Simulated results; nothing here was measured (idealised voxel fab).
The process module that follows is named voxel trench capacitor.
In the cross-section labelled cut, the width is 285 nm and each square cell is 5 nm.
In what follows, cross-sections appear as grids of square cells, described through bands that run from the top down, where every band is one or more rows of cells. This entry defines a band. It first specifies the height of the band's top and the height of its bottom in nm, and then specifies the band's materials from left to right, stating each material with its width in nm. The word "throughout" identifies a single material that fills the band from edge to edge, while the word "empty" identifies empty space. Heights are expressed relative to 0, this being the level below which the as-received wafer comprises one material exclusively. The lowest band is unbounded in the downward direction and is denoted as in "0..down". With a width like "30->40", each row of cells in the band differs from the next by the same amount, the top row carrying the first number and the bottom row the second. Any step labelled "left unchanged" changed none of the cells in the cross-section. Basically, "Fully closed voids" tells you about the enclosed voids: empty spaces with no open way to the top, 8 cells or bigger, each written width x height at distance, where distance is from the left edge, all in nm. Past the settings on a step's line: simulator remark, on that step. The "overlay nm" setting may appear on a step's line; for a step that uses a mask, it gives how far to the right of its planned position the mask lay, and a negative value indicates the left.
SO HERE'S THE LINEUP OF PROCESS STEPS WE PLANNED
1. RECEIVE [material Si]
2. CONFORMAL_DEP [material SiN] [thk nm 10]
3. DIRECTIONAL_DEP [material aC] [thk nm 10]
4. PATTERN [tone open] [mask id TRENCH] [material resist] [width nm 25] [pitch nm 50] [thk nm 30] [overlay nm 0]
5. DIRECTIONAL_ETCH [etch materials aC] [depth nm 10]
6. STRIP [etch materials resist]
7. DIRECTIONAL_ETCH [etch materials SiN] [depth nm 10]
8. DIRECTIONAL_ETCH [etch materials Si] [depth nm 30]
9. STRIP [etch materials aC]
10. CONFORMAL_DEP [material SiO2] [thk nm 5]
11. FILL_DEP [material polySi] [thk nm 10]
12. CMP [height nm 10]
RECEIVED-STATE CROSS-SECTION, REFLECTING COMPLETION OF STEP 1
    0..down: Si throughout
    Fully closed voids: none
HERE'S THE CROSS-SECTION OF THE FIRST OF OUR TWO WAFERS AT THE END OF THE MODULE - IT RAN AS PLANNED
    10..0: SiN 105 nm  SiO2 5 nm  polySi 15 nm  SiO2 5 nm  SiN 25 nm  SiO2 5 nm  polySi 15 nm  SiO2 5 nm  SiN 105 nm
    0..-25: Si 105 nm  SiO2 5 nm  polySi 15 nm  SiO2 5 nm  Si 25 nm  SiO2 5 nm  polySi 15 nm  SiO2 5 nm  Si 105 nm
    -25..-30: Si 105 nm  SiO2 25 nm  Si 25 nm  SiO2 25 nm  Si 105 nm
    -30..down: Si throughout
    Fully closed voids: none
END-OF-MODULE CROSS-SECTION OF THE SECOND WAFER: IDENTICAL STARTING POINT AND PROCESS PLAN TO THE FIRST, WITH ONE PROCESSING MISTAKE
    10..0: SiN 110 nm  SiO2 5 nm  polySi 15 nm  SiO2 5 nm  SiN 25 nm  SiO2 5 nm  polySi 15 nm  SiO2 5 nm  SiN 100 nm
    0..-25: Si 110 nm  SiO2 5 nm  polySi 15 nm  SiO2 5 nm  Si 25 nm  SiO2 5 nm  polySi 15 nm  SiO2 5 nm  Si 100 nm
    -25..-30: Si 110 nm  SiO2 25 nm  Si 25 nm  SiO2 25 nm  Si 100 nm
    -30..down: Si throughout
    Fully closed voids: none
What was the processing mistake? step 4 deviated from plan and actually ran as PATTERN [tone open] [mask id TRENCH] [material resist] [width nm 25] [pitch nm 50] [thk nm 30] [overlay nm 5]
Final state: per-material cell counts identical on both wafers; locations differ.
